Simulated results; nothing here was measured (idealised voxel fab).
This is a process module. Its name is voxel trench capacitor.
Cross-sectional view cut (width: 255 nm; square cell size: 5 nm).
Bands, listed from the top down, are how a cross-section gets written in this document; the cross-section itself is a grid of square cells, and a band is one or more rows of them.
For a band, the entry starts with two heights in nm, that of the top and then that of the bottom, and carries on with the band's materials in order from left to right, each alongside its width in nm; the word "everywhere" beside a single material means it fills the band edge to edge, and "air" means empty space.
Zero point of the height axis is 0; under it, received wafer = one material. Lowest band: continues down indefinitely, "from 0 down".
Top row gets the first number, bottom row gets the second, and each row in between changes by the same step: that is how a band width like "30->40" works.
Any step labelled "no modifications" changed none of the cells in the cross-section.
The entry "Closed void catalog" lists the empty spaces that cover at least 8 cells and have no open path to the top. Each is written as width x height at distance, where the distance is measured from the left edge and all three values are in nm.
Post-settings text on a step line: simulator's own remark regarding the step.
overlay nm: step with mask; distance mask lay right of planned place; negative value = left of planned place.
List of planned process steps:
step 1: RECEIVE with material Si
step 2: CONFORMAL_DEP with material SiN, thk nm 5
step 3: PATTERN with tone open, mask id TRENCH, material resist, width nm 20, pitch nm 40, thk nm 15, overlay nm -15
step 4: DIRECTIONAL_ETCH with etch materials SiN, depth nm 5
step 5: DIRECTIONAL_ETCH with etch materials Si, depth nm 35
step 6: STRIP with etch materials resist
step 7: CONFORMAL_DEP with material Al2O3, thk nm 5
step 8: FILL_DEP with material polySi, thk nm 5
step 9: CMP with height nm 5
Keep in mind the plan's value for the overlay nm of step 3 comes from the first wafer; the wafers don't share that setting, but they do share the same starting point.
Cross-section of the first of several wafers on receipt, reflecting completion of step 1:
- from 0 down: Si everywhere
- Closed void catalog: none
After the module's final step, step 9: the first of several wafers in cross-section:
- from 5 to 0: SiN=40, Al2O3=5, polySi=10, Al2O3=5, SiN=20, Al2O3=5, polySi=10, Al2O3=5, SiN=20, Al2O3=5, polySi=10, Al2O3=5, SiN=20, Al2O3=5, polySi=10, Al2O3=5, SiN=75
- from 0 to -30: Si=40, Al2O3=5, polySi=10, Al2O3=5, Si=20, Al2O3=5, polySi=10, Al2O3=5, Si=20, Al2O3=5, polySi=10, Al2O3=5, Si=20, Al2O3=5, polySi=10, Al2O3=5, Si=75
- from -30 to -35: Si=40, Al2O3=20, Si=20, Al2O3=20, Si=20, Al2O3=20, Si=20, Al2O3=20, Si=75
- from -35 down: Si everywhere
- Closed void catalog: none
Cross-section of the final wafer among several, taken at the end of the module:
- from 5 to 0: SiN=70, Al2O3=5, polySi=10, Al2O3=5, SiN=20, Al2O3=5, polySi=10, Al2O3=5, SiN=20, Al2O3=5, polySi=10, Al2O3=5, SiN=20, Al2O3=5, polySi=10, Al2O3=5, SiN=45
- from 0 to -30: Si=70, Al2O3=5, polySi=10, Al2O3=5, Si=20, Al2O3=5, polySi=10, Al2O3=5, Si=20, Al2O3=5, polySi=10, Al2O3=5, Si=20, Al2O3=5, polySi=10, Al2O3=5, Si=45
- from -30 to -35: Si=70, Al2O3=20, Si=20, Al2O3=20, Si=20, Al2O3=20, Si=20, Al2O3=20, Si=45
- from -35 down: Si everywhere
- Closed void catalog: none
Quick key for the table: a row per wafer, taken at the end of the module. For each material it tells you how many cells the wafer gained (+) or lost (-) since it came in, and the closed voids come after:
overlay nm -15 | +72 Al2O3 | -112 Si | +35 SiN | +56 polySi | Closed void catalog: none
overlay nm -10 | +72 Al2O3 | -112 Si | +35 SiN | +56 polySi | Closed void catalog: none
overlay nm -5 | +72 Al2O3 | -112 Si | +35 SiN | +56 polySi | Closed void catalog: none
overlay nm 0 | +72 Al2O3 | -112 Si | +35 SiN | +56 polySi | Closed void catalog: none
overlay nm 5 | +72 Al2O3 | -112 Si | +35 SiN | +56 polySi | Closed void catalog: none
overlay nm 10 | +72 Al2O3 | -112 Si | +35 SiN | +56 polySi | Closed void catalog: none
overlay nm 15 | +72 Al2O3 | -112 Si | +35 SiN | +56 polySi | Closed void catalog: none
